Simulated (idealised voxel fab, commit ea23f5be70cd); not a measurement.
The process module that follows is named voxel gate over fins.
Displayed cross-section: cut, width of 295 nm, square cells sized 5 nm.
Think of the cross-section as a grid of square cells. We describe it in bands, top to bottom, and each band covers one or more rows of those cells. Band entry format. Leading values: height of top, height of bottom, nm. Remainder: materials in left-to-right order, each with its width in nm. Special words: "edge to edge" on a single material, which then fills the band edge to edge; "air", empty space. Heads up on the height convention: 0 is the point under which the incoming wafer is all one material, and the lowest band has no bottom, it just keeps going down, like "0 -> down". With a width like "30 to 40", each row of cells in the band differs from the next by the same amount, the top row carrying the first number and the bottom row the second. A step reported as "everything unchanged" is a step in which no cell of the cross-section changed. "Closed internal cavities" means: voids of 8 cells or more that are shut off from the top with no open way through. Written width x height at distance, distance from the left edge, in nm. It should be noted that, on the line of a given step, the content following the step's settings is a remark produced by the simulator itself with respect to that step. Each step line may optionally specify "overlay nm", which for a step with a mask gives the rightward distance between the mask's planned place and where it lay, a negative value indicating the leftward direction.
The following list gives the planned process steps:
1 op RECEIVE | material Si
2 op CONFORMAL_DEP | material SiN | thk nm 5
3 op MASKED_ETCH | tone cover | mask id FINS | width nm 15 | pitch nm 40 | etch materials SiN | depth nm 5 | overlay nm 0
4 op MASKED_ETCH | tone cover | mask id FINS | width nm 15 | pitch nm 40 | etch materials Si | depth nm 30 | overlay nm 0
5 op FILL_DEP | material SiO2 | thk nm 5
6 op CMP | height nm 5
7 op SELECTIVE_ETCH | etch materials SiO2 | depth nm 20
8 op STRIP | etch materials SiN
9 op CONFORMAL_DEP | material HfO2 | thk nm 5
10 op CONFORMAL_DEP | material TiN | thk nm 5
11 op CONFORMAL_DEP | material TiAl | thk nm 5
12 op CONFORMAL_DEP | material TiN | thk nm 5
13 op FILL_DEP | material W | thk nm 15
14 op CMP | height nm 30
15 op CONFORMAL_DEP | material SiN | thk nm 5
Here's what the wafer looked like in cross-section when it arrived - that's after step 1:
    0 -> down  Si edge to edge
    Closed internal cavities: none
The first of two wafers, cross-sectioned at the end of the module, with the run proceeding as planned:
    35 -> 30  SiN edge to edge
    30 -> 20  W edge to edge
    20 -> 15  60 nm W | 175 nm TiN | 60 nm W
    15 -> 10  60 nm W | 5 nm TiN | 165 nm TiAl | 5 nm TiN | 60 nm W
    10 -> 5  60 nm W | 5 nm TiN | 5 nm TiAl | 35 nm TiN | 5 nm TiAl | 35 nm TiN | 5 nm TiAl | 35 nm TiN | 5 nm TiAl | 35 nm TiN | 5 nm TiAl | 5 nm TiN | 60 nm W
    5 -> 0  65 nm TiN | 5 nm TiAl | 5 nm TiN | 25 nm HfO2 | 5 nm TiN | 5 nm TiAl | 5 nm TiN | 25 nm HfO2 | 5 nm TiN | 5 nm TiAl | 5 nm TiN | 25 nm HfO2 | 5 nm TiN | 5 nm TiAl | 5 nm TiN | 25 nm HfO2 | 5 nm TiN | 5 nm TiAl | 65 nm TiN
    0 -> -5  70 nm TiAl | 5 nm TiN | 5 nm HfO2 | 15 nm Si | 5 nm HfO2 | 5 nm TiN | 5 nm TiAl | 5 nm TiN | 5 nm HfO2 | 15 nm Si | 5 nm HfO2 | 5 nm TiN | 5 nm TiAl | 5 nm TiN | 5 nm HfO2 | 15 nm Si | 5 nm HfO2 | 5 nm TiN | 5 nm TiAl | 5 nm TiN | 5 nm HfO2 | 15 nm Si | 5 nm HfO2 | 5 nm TiN | 70 nm TiAl
    -5 -> -10  75 nm TiN | 5 nm HfO2 | 15 nm Si | 5 nm HfO2 | 15 nm TiN | 5 nm HfO2 | 15 nm Si | 5 nm HfO2 | 15 nm TiN | 5 nm HfO2 | 15 nm Si | 5 nm HfO2 | 15 nm TiN | 5 nm HfO2 | 15 nm Si | 5 nm HfO2 | 75 nm TiN
    -10 -> -15  80 nm HfO2 | 15 nm Si | 25 nm HfO2 | 15 nm Si | 25 nm HfO2 | 15 nm Si | 25 nm HfO2 | 15 nm Si | 80 nm HfO2
    -15 -> -30  80 nm SiO2 | 15 nm Si | 25 nm SiO2 | 15 nm Si | 25 nm SiO2 | 15 nm Si | 25 nm SiO2 | 15 nm Si | 80 nm SiO2
    -30 -> down  Si edge to edge
    Closed internal cavities: none
Second wafer through the module, sectioned at the end: same beginning and same plan as the first wafer, with one mistake in carrying it out:
    35 -> 30  SiN edge to edge
    30 -> 20  W edge to edge
    20 -> 15  60 nm W | 175 nm TiAl | 60 nm W
    15 -> 5  60 nm W | 5 nm TiAl | 165 nm TiN | 5 nm TiAl | 60 nm W
    5 -> 0  65 nm TiAl | 10 nm TiN | 25 nm HfO2 | 15 nm TiN | 25 nm HfO2 | 15 nm TiN | 25 nm HfO2 | 15 nm TiN | 25 nm HfO2 | 10 nm TiN | 65 nm TiAl
    0 -> -10  75 nm TiN | 5 nm HfO2 | 15 nm Si | 5 nm HfO2 | 15 nm TiN | 5 nm HfO2 | 15 nm Si | 5 nm HfO2 | 15 nm TiN | 5 nm HfO2 | 15 nm Si | 5 nm HfO2 | 15 nm TiN | 5 nm HfO2 | 15 nm Si | 5 nm HfO2 | 75 nm TiN
    -10 -> -15  80 nm HfO2 | 15 nm Si | 25 nm HfO2 | 15 nm Si | 25 nm HfO2 | 15 nm Si | 25 nm HfO2 | 15 nm Si | 80 nm HfO2
    -15 -> -30  80 nm SiO2 | 15 nm Si | 25 nm SiO2 | 15 nm Si | 25 nm SiO2 | 15 nm Si | 25 nm SiO2 | 15 nm Si | 80 nm SiO2
    -30 -> down  Si edge to edge
    Closed internal cavities: none
It is concluded that the wafer was processed incorrectly with respect to the plan, in that contrary to the plan, steps 11 and 12 were processed in exchanged order
End check, counted in cells, second wafer has more or fewer of these materials than the first: 9 fewer of TiAl; 9 more of TiN
